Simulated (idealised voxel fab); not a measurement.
The process module presented herein is designated voxel plated lines.
160 nm wide, 5 nm square cells: that's cross-section cut.
Just so we're on the same page, the cross-sections are grids of square cells, and they're listed out in bands top to bottom, each band one or more rows deep. Heads up on the band format: heights come first, top then bottom, in nm. After that it's the materials left to right, each with its width in nm. A single material flagged "edge to edge" fills the whole band edge to edge, and "blank" means there's empty space there. Beneath 0, the wafer as received is one material, and that level is where height counting begins. The lowest band goes on downward without a bottom; it is written like "0 and below". You'd read "30..40" like this: the band's top row of cells is as wide as the first number, its bottom row is as wide as the second, and going down, every row changes width by the same amount as the row before did. "nothing got changed" (step): cross-section cells unchanged, all of them. "Enclosed void listing": sealed empty spaces, 8 cells or more, no open way to top, listed width x height at distance, with distance from the left edge and width, height and distance in nm. Post-settings text on a step line: simulator's own remark regarding the step. If you see "overlay nm" on a step's line and that step has a mask, it's telling you how far right of where it was planned the mask ended up; a negative number means it went left instead.

## Here's what the planned process steps look like
- 1: RECEIVE,material Si
- 2: CONFORMAL_DEP,material SiO2,thk nm 5
- 3: DIRECTIONAL_DEP,material TiN,thk nm 5
- 4: PATTERN,tone open,mask id LINES,material resist,width nm 15,pitch nm 30,thk nm 25,overlay nm 0
- 5: EPI,material Ru,thk nm 5
- 6: EPI,material Ru,thk nm 5
- 7: STRIP,etch materials resist
- 8: DIRECTIONAL_ETCH,etch materials TiN,depth nm 5
- 9: CONFORMAL_DEP,material SiO2,thk nm 5

## Below: the first of two wafers, run as planned

## Cross-section, incoming material, after step 1
    0 and below | Si edge to edge
    Enclosed void listing: none

## Wafer after step 2 (cross-section)
    5 down to 0 | SiO2 edge to edge
    Unchanged below 0.

## Wafer after step 3 (cross-section)
    10 down to 5 | TiN edge to edge
    Unchanged below 5.

## Wafer after step 4 (cross-section)
    35 down to 10 | resist: 55  blank: 15  resist: 15  blank: 15  resist: 60
    Unchanged below 10.

## Wafer after step 5 (cross-section)
    35 down to 15 | resist: 55  blank: 15  resist: 15  blank: 15  resist: 60
    15 down to 10 | resist: 55  Ru: 15  resist: 15  Ru: 15  resist: 60
    Unchanged below 10.

## Wafer after step 6 (cross-section)
    35 down to 20 | resist: 55  blank: 15  resist: 15  blank: 15  resist: 60
    20 down to 10 | resist: 55  Ru: 15  resist: 15  Ru: 15  resist: 60
    Unchanged below 10.

## Wafer after step 7 (cross-section)
    20 down to 10 | blank: 55  Ru: 15  blank: 15  Ru: 15  blank: 60
    Unchanged below 10.

## Wafer after step 8 (cross-section)
    20 down to 10 | blank: 55  Ru: 15  blank: 15  Ru: 15  blank: 60
    10 down to 5 | blank: 55  TiN: 15  blank: 15  TiN: 15  blank: 60
    Unchanged below 5.

## Wafer after step 9 (cross-section)
    25 down to 20 | blank: 50  SiO2: 25  blank: 5  SiO2: 25  blank: 55
    20 down to 10 | blank: 50  SiO2: 5  Ru: 15  SiO2: 5  blank: 5  SiO2: 5  Ru: 15  SiO2: 5  blank: 55
    10 down to 5 | SiO2: 55  TiN: 15  SiO2: 15  TiN: 15  SiO2: 60
    Unchanged below 5.

## Second wafer. Start and plan as for the first. One mistake made in running. Agrees with the first up to and including step 8

## Second wafer cross-section, taken as of the time the plan sets for step 9 to be done
    35 down to 20 | blank: 40  SiO2: 75  blank: 45
    20 down to 10 | SiO2: 55  Ru: 15  SiO2: 15  Ru: 15  SiO2: 60
    10 down to 5 | SiO2: 55  TiN: 15  SiO2: 15  TiN: 15  SiO2: 60
    Unchanged below 5.
Deviation from plan: step 9 was not run as planned; what actually ran was CONFORMAL_DEP,material SiO2,thk nm 15
It is noted that, at the conclusion of processing, the second wafer exhibits a higher or lower cell count for certain materials relative to the first: 79 more of SiO2
